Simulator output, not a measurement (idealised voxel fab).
Process module under the name voxel released beams
220 nm wide, 5 nm square cells: that's cross-section cut.
Reading order for cross-sections: top band down to bottom band. Underlying form: a grid of square cells. Band size: one or more rows of cells. In this notation a band is specified by the heights of its top and bottom, in that order and in nm, after which its materials appear from left to right, each paired with its width in nm. The word "all across" attached to a single material means that material fills the band from edge to edge; the word "air" stands for empty space. Where do heights start? At 0: under that level the wafer as delivered is made of one material only. And the lowest band has no floor; it just carries on downward, as in "0 and below". Per-row width for "30 to 40": begins at first number (top row of band), ends at second number (bottom row), increment between rows held constant. Key: "nothing altered" - step with no changed cell in the cross-section. Enclosed voids (no open way to top), threshold 8 cells or more, entry "Closed internal voids", notation width x height at distance, distance from left edge, nm. Note: text after step settings on the step line = simulator remark on that step. Each step line may optionally specify "overlay nm", which for a step with a mask gives the rightward distance between the mask's planned place and where it lay, a negative value indicating the leftward direction.
## So here's the lineup of process steps we planned
1) RECEIVE: material Si
2) CONFORMAL_DEP: material SiN, thk nm 5
3) DIRECTIONAL_DEP: material SiO2, thk nm 20
4) PATTERN: tone open, mask id ANCHOR, material resist, width nm 45, thk nm 20, overlay nm 0
5) DIRECTIONAL_ETCH: etch materials SiO2, depth nm 20
6) STRIP: etch materials resist
7) CONFORMAL_DEP: material W, thk nm 15
8) PATTERN: tone cover, mask id BEAM, material resist, width nm 95, thk nm 20, overlay nm 0
9) DIRECTIONAL_ETCH: etch materials W, depth nm 15
10) STRIP: etch materials resist
11) STRIP: etch materials SiO2
## Cross-sectional view of the wafer in its as-received condition, corresponding to the state after step 1
  0 and below | Si all across
  Closed internal voids: none
## Here's the wafer cut in cross-section after the module, started and planned just like above, except one thing was done wrong in the run
  40 down to 25 | air 60, W 65, air 95
  25 down to 20 | air 50, W 15, SiO2 45, W 15, air 95
  20 down to 5 | air 50, W 15, SiO2 45, W 45, air 65
  5 down to 0 | SiN all across
  0 and below | Si all across
  Closed internal voids: none
Where did the run depart from the plan? note that step 4 departed from the planned setting and was carried out as PATTERN: tone cover, mask id ANCHOR, material resist, width nm 45, thk nm 20, overlay nm 0
